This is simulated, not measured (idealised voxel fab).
process module | voxel plated lines
cross-section cut | 220 nm wide | cells 5 nm
A cross-section is a grid of square cells, given in bands from the top down. A band is one or more rows of cells.
Each band's line starts with the height of the band's top and of its bottom, in nm. Then come its materials from left to right, each with its width in nm. One material with "throughout" fills the band from edge to edge. "air" is empty space.
Height 0 is the level under which the wafer as received is all one material. The lowest band goes on downwards, as in "0 down".
A width such as "30 to 40" changes by the same amount from each row of cells to the next, from the band's top row to its bottom row.
"no change" after a step means that no cell of the cross-section changed.
closed voids: empty space of 8 cells or more with no open way to the top, each as width x height at its distance from the left edge, in nm
after a step's settings: what the simulator itself notes on the step
overlay nm, on a step with a mask: how far to the right of its planned place the mask lay; to the left if negative
plan
1 op RECEIVE | material Si
2 op CONFORMAL_DEP | material SiN | thk nm 15
3 op DIRECTIONAL_DEP | material TiN | thk nm 5
4 op PATTERN | tone open | mask id LINES | material resist | width nm 15 | pitch nm 35 | thk nm 25 | overlay nm 0
5 op EPI | material Ru | thk nm 10
6 op EPI | material Ru | thk nm 10
7 op STRIP | etch materials resist
8 op DIRECTIONAL_ETCH | etch materials TiN | depth nm 5
9 op CONFORMAL_DEP | material SiCN | thk nm 10
first wafer, as planned
as received, after step 1
  0 down: Si throughout
  closed voids: none
after step 2
  15 to 0: SiN throughout
  below 0: unchanged
after step 3
  20 to 15: TiN throughout
  below 15: unchanged
after step 4
  45 to 20: resist 85 | air 15 | resist 20 | air 15 | resist 85
  below 20: unchanged
after step 5
  45 to 30: resist 85 | air 15 | resist 20 | air 15 | resist 85
  30 to 20: resist 85 | Ru 15 | resist 20 | Ru 15 | resist 85
  below 20: unchanged
after step 6
  45 to 40: resist 85 | air 15 | resist 20 | air 15 | resist 85
  40 to 20: resist 85 | Ru 15 | resist 20 | Ru 15 | resist 85
  below 20: unchanged
after step 7
  40 to 20: air 85 | Ru 15 | air 20 | Ru 15 | air 85
  below 20: unchanged
after step 8
  40 to 20: air 85 | Ru 15 | air 20 | Ru 15 | air 85
  20 to 15: air 85 | TiN 15 | air 20 | TiN 15 | air 85
  below 15: unchanged
after step 9
  50 to 40: air 75 | SiCN 70 | air 75
  40 to 25: air 75 | SiCN 10 | Ru 15 | SiCN 20 | Ru 15 | SiCN 10 | air 75
  25 to 20: SiCN 85 | Ru 15 | SiCN 20 | Ru 15 | SiCN 85
  20 to 15: SiCN 85 | TiN 15 | SiCN 20 | TiN 15 | SiCN 85
  below 15: unchanged
second wafer: like start, like plan, one mistake. Through step 3 it matches the first wafer
when step 4 should have ended
  45 to 20: resist 85 | air 20 | resist 15 | air 20 | resist 80
  below 20: unchanged
when step 5 should have ended
  45 to 30: resist 85 | air 20 | resist 15 | air 20 | resist 80
  30 to 20: resist 85 | Ru 20 | resist 15 | Ru 20 | resist 80
  below 20: unchanged
when step 6 should have ended
  45 to 40: resist 85 | air 20 | resist 15 | air 20 | resist 80
  40 to 20: resist 85 | Ru 20 | resist 15 | Ru 20 | resist 80
  below 20: unchanged
when step 7 should have ended
  40 to 20: air 85 | Ru 20 | air 15 | Ru 20 | air 80
  below 20: unchanged
when step 8 should have ended
  40 to 20: air 85 | Ru 20 | air 15 | Ru 20 | air 80
  20 to 15: air 85 | TiN 20 | air 15 | TiN 20 | air 80
  below 15: unchanged
when step 9 should have ended
  50 to 40: air 75 | SiCN 75 | air 70
  40 to 25: air 75 | SiCN 10 | Ru 20 | SiCN 15 | Ru 20 | SiCN 10 | air 70
  25 to 20: SiCN 85 | Ru 20 | SiCN 15 | Ru 20 | SiCN 80
  20 to 15: SiCN 85 | TiN 20 | SiCN 15 | TiN 20 | SiCN 80
  below 15: unchanged
what went wrong: step 4 ran as: op PATTERN | tone open | mask id LINES | material resist | width nm 20 | pitch nm 35 | thk nm 25 | overlay nm 0
at the end the second wafer has, in cells: 8 more of Ru | 5 fewer of SiCN | 2 more of TiN
